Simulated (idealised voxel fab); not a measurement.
Name of the process module below: voxel lift off
265 nm wide, 5 nm square cells: that's cross-section cut.
When this document writes out a cross-section, it uses a grid of square cells and lists it as bands, beginning at the top and moving down, with a band standing for one or more rows of cells.
For a band, the entry starts with two heights in nm, that of the top and then that of the bottom, and carries on with the band's materials in order from left to right, each alongside its width in nm; the word "throughout" beside a single material means it fills the band edge to edge, and "blank" means empty space.
Heights are measured from 0, the level below which the as-received wafer is all one material; the lowest band has no bottom and continues downward, written as in "0 and below".
You'd read "30..40" like this: the band's top row of cells is as wide as the first number, its bottom row is as wide as the second, and going down, every row changes width by the same amount as the row before did.
Step marked "nothing different"? Then no cell in the cross-section changed in it.
You'll see "Trapped voids" listing empty spaces that have no way open to the top, as long as they're 8 cells or more; the notation is width x height at distance, where the distance is from the left edge, and all of it is in nm.
The remark found on a step's line after its settings is issued by the simulator itself and pertains to that step.
The setting "overlay nm" may be written on the line of a step. When the step uses a mask, the value reports how far to the right of the planned place the mask lay, and a negative value reports that it lay to the left.

Process steps (planned)
step 1: RECEIVE (material Si)
step 2: CONFORMAL_DEP (material SiO2; thk nm 5)
step 3: PATTERN (tone open; mask id LINES; material resist; width nm 20; pitch nm 50; thk nm 30; overlay nm -15)
step 4: DIRECTIONAL_DEP (material Ru; thk nm 15)
step 5: STRIP (etch materials resist)
step 6: CONFORMAL_DEP (material SiO2; thk nm 5)
varied across the wafers: overlay nm of step 3. The plan shows the first wafer's value. All wafers start alike

The first of several wafers in cross-section, exactly as it reached us after step 1
- 0 and below: Si throughout
- Trapped voids: none

Quick look at the cross-section of the first of several wafers after step 6, which wraps up the module
- 25 down to 20: 75 of blank | 30 of SiO2 | 20 of blank | 30 of SiO2 | 110 of blank
- 20 down to 10: 75 of blank | 5 of SiO2 | 20 of Ru | 5 of SiO2 | 20 of blank | 5 of SiO2 | 20 of Ru | 5 of SiO2 | 110 of blank
- 10 down to 5: 80 of SiO2 | 20 of Ru | 30 of SiO2 | 20 of Ru | 115 of SiO2
- 5 down to 0: SiO2 throughout
- 0 and below: Si throughout
- Trapped voids: none

A cross-section through the last wafer at the close of the module
- 25 down to 20: 105 of blank | 30 of SiO2 | 20 of blank | 30 of SiO2 | 80 of blank
- 20 down to 10: 105 of blank | 5 of SiO2 | 20 of Ru | 5 of SiO2 | 20 of blank | 5 of SiO2 | 20 of Ru | 5 of SiO2 | 80 of blank
- 10 down to 5: 110 of SiO2 | 20 of Ru | 30 of SiO2 | 20 of Ru | 85 of SiO2
- 5 down to 0: SiO2 throughout
- 0 and below: Si throughout
- Trapped voids: none

Here is how to read the rows: every wafer has a row, and it shows the wafer at the end of the module, giving for each material how many cells were gained (+) or lost (-) since the wafer was received, then listing its closed voids
overlay nm -15, +24 Ru, +118 SiO2, Trapped voids: none
overlay nm -10, +24 Ru, +118 SiO2, Trapped voids: none
overlay nm -5, +24 Ru, +118 SiO2, Trapped voids: none
overlay nm 0, +24 Ru, +118 SiO2, Trapped voids: none
overlay nm 5, +24 Ru, +118 SiO2, Trapped voids: none
overlay nm 10, +24 Ru, +118 SiO2, Trapped voids: none
overlay nm 15, +24 Ru, +118 SiO2, Trapped voids: none
